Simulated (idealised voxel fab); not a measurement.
process module | voxel tone inversion
cross-section cut | 165 nm wide | cells 5 nm
A cross-section is a grid of square cells, given in bands from the top down. A band is one or more rows of cells.
Each band's line starts with the height of the band's top and of its bottom, in nm. Then come its materials from left to right, each with its width in nm. One material with "throughout" fills the band from edge to edge. "air" is empty space.
Height 0 is the level under which the wafer as received is all one material. The lowest band goes on downwards, as in "0 down".
A width such as "30 to 40" changes by the same amount from each row of cells to the next, from the band's top row to its bottom row.
"no change" after a step means that no cell of the cross-section changed.
closed voids: empty space of 8 cells or more with no open way to the top, each as width x height at its distance from the left edge, in nm
after a step's settings: what the simulator itself notes on the step
overlay nm, on a step with a mask: how far to the right of its planned place the mask lay; to the left if negative
plan
1 op RECEIVE | material Si
2 op CONFORMAL_DEP | material SiN | thk nm 5
3 op DIRECTIONAL_DEP | material polySi | thk nm 20
4 op PATTERN | tone cover | mask id POSTS | material resist | width nm 20 | pitch nm 35 | thk nm 25 | overlay nm 0
5 op DIRECTIONAL_ETCH | etch materials polySi | depth nm 20
6 op STRIP | etch materials resist
7 op FILL_DEP | material lowk | thk nm 10
8 op CMP | height nm 25
9 op STRIP | etch materials polySi
first wafer, as planned
as received, after step 1
  0 down: Si throughout
  closed voids: none
after step 2
  5 to 0: SiN throughout
  below 0: unchanged
after step 3
  25 to 5: polySi throughout
  below 5: unchanged
after step 4
  50 to 25: air 20 | resist 20 | air 15 | resist 20 | air 15 | resist 20 | air 15 | resist 20 | air 20
  below 25: unchanged
after step 5
  50 to 25: air 20 | resist 20 | air 15 | resist 20 | air 15 | resist 20 | air 15 | resist 20 | air 20
  25 to 5: air 20 | polySi 20 | air 15 | polySi 20 | air 15 | polySi 20 | air 15 | polySi 20 | air 20
  below 5: unchanged
after step 6
  25 to 5: air 20 | polySi 20 | air 15 | polySi 20 | air 15 | polySi 20 | air 15 | polySi 20 | air 20
  below 5: unchanged
after step 7
  35 to 25: lowk throughout
  25 to 5: lowk 20 | polySi 20 | lowk 15 | polySi 20 | lowk 15 | polySi 20 | lowk 15 | polySi 20 | lowk 20
  below 5: unchanged
after step 8
  25 to 5: lowk 20 | polySi 20 | lowk 15 | polySi 20 | lowk 15 | polySi 20 | lowk 15 | polySi 20 | lowk 20
  below 5: unchanged
after step 9
  25 to 5: lowk 20 | air 20 | lowk 15 | air 20 | lowk 15 | air 20 | lowk 15 | air 20 | lowk 20
  below 5: unchanged
second wafer: like start, like plan, one mistake. Through step 1 it matches the first wafer
when step 2 should have ended
  20 to 0: polySi throughout
  below 0: unchanged
when step 3 should have ended
  25 to 20: SiN throughout
  below 20: unchanged
when step 4 should have ended
  50 to 25: air 20 | resist 20 | air 15 | resist 20 | air 15 | resist 20 | air 15 | resist 20 | air 20
  below 25: unchanged
when step 5 should have ended: no change
when step 6 should have ended
  25 to 20: SiN throughout
  below 20: unchanged
when step 7 should have ended
  35 to 25: lowk throughout
  below 25: unchanged
when step 8 should have ended
  25 to 20: SiN throughout
  below 20: unchanged
when step 9 should have ended: no change
what went wrong: steps 2 and 3 were swapped
at the end the second wafer has, in cells: 68 fewer of lowk | 132 more of polySi
